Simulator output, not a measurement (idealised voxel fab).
process module | voxel lift off
Section cut is 220 nm wide and gridded with 5 nm square cells.
We lay out every cross-section as a grid of square cells and spell it out in bands from the top down, where one band means one or more rows of cells.
Heights first: top, then bottom, in nm. Then materials, left to right, each with a width in nm. "all across" on a single material: fills the band edge to edge. "blank": empty space.
The level at which height equals 0 is the one under which the wafer, as it arrives, is entirely one material. No lower edge exists for the bottom band, which continues downward and is notated as in "0 nm and below".
Quick explanation for "30->40": the width changes in equal steps down the rows of cells, from the first number in the band's top row to the second number in its bottom row.
No cell of the cross-section changed in a step that is given as "no modification".
What "Unvented internal voids" gives you is every empty space of 8 cells or more that is cut off from the top. Each appears as width x height at distance, with the distance taken from the left edge and width, height and distance all in nm.
Post-settings text on a step line: simulator's own remark regarding the step.
overlay nm: on a step with a mask, how far right of its planned place the mask lay; negative means left.
The planned process steps are enumerated hereunder:
1) RECEIVE, material Si
2) CONFORMAL_DEP, material SiO2, thk nm 10
3) PATTERN, tone open, mask id LINES, material resist, width nm 30, pitch nm 50, thk nm 25, overlay nm 0
4) DIRECTIONAL_DEP, material Ru, thk nm 15
5) STRIP, etch materials resist
6) CONFORMAL_DEP, material SiO2, thk nm 5
Shown in cross-section is the wafer as received, that is, as it stands after step 1:
    0 nm and below = Si all across
    Unvented internal voids: none
Looking at the first of two wafers in cross-section at end of module - ran to plan:
    30 nm to 25 nm = 65 of blank, then 40 of SiO2, then 10 of blank, then 40 of SiO2, then 65 of blank
    25 nm to 15 nm = 65 of blank, then 5 of SiO2, then 30 of Ru, then 5 of SiO2, then 10 of blank, then 5 of SiO2, then 30 of Ru, then 5 of SiO2, then 65 of blank
    15 nm to 10 nm = 70 of SiO2, then 30 of Ru, then 20 of SiO2, then 30 of Ru, then 70 of SiO2
    10 nm to 0 nm = SiO2 all across
    0 nm and below = Si all across
    Unvented internal voids: none
Second of two wafers, module complete, sectioned: it shares the first wafer's start and plan but was run with one mistake:
    25 nm to 20 nm = 65 of blank, then 40 of SiO2, then 10 of blank, then 40 of SiO2, then 65 of blank
    20 nm to 10 nm = 65 of blank, then 5 of SiO2, then 30 of Ru, then 5 of SiO2, then 10 of blank, then 5 of SiO2, then 30 of Ru, then 5 of SiO2, then 65 of blank
    10 nm to 5 nm = 70 of SiO2, then 30 of Ru, then 20 of SiO2, then 30 of Ru, then 70 of SiO2
    5 nm to 0 nm = SiO2 all across
    0 nm and below = Si all across
    Unvented internal voids: none
Deviation from plan: step 2 ran differently from the plan; actual operation with settings: CONFORMAL_DEP, material SiO2, thk nm 5
Final difference in cells, second wafer against first, listed per material as more or fewer: SiO2 -44
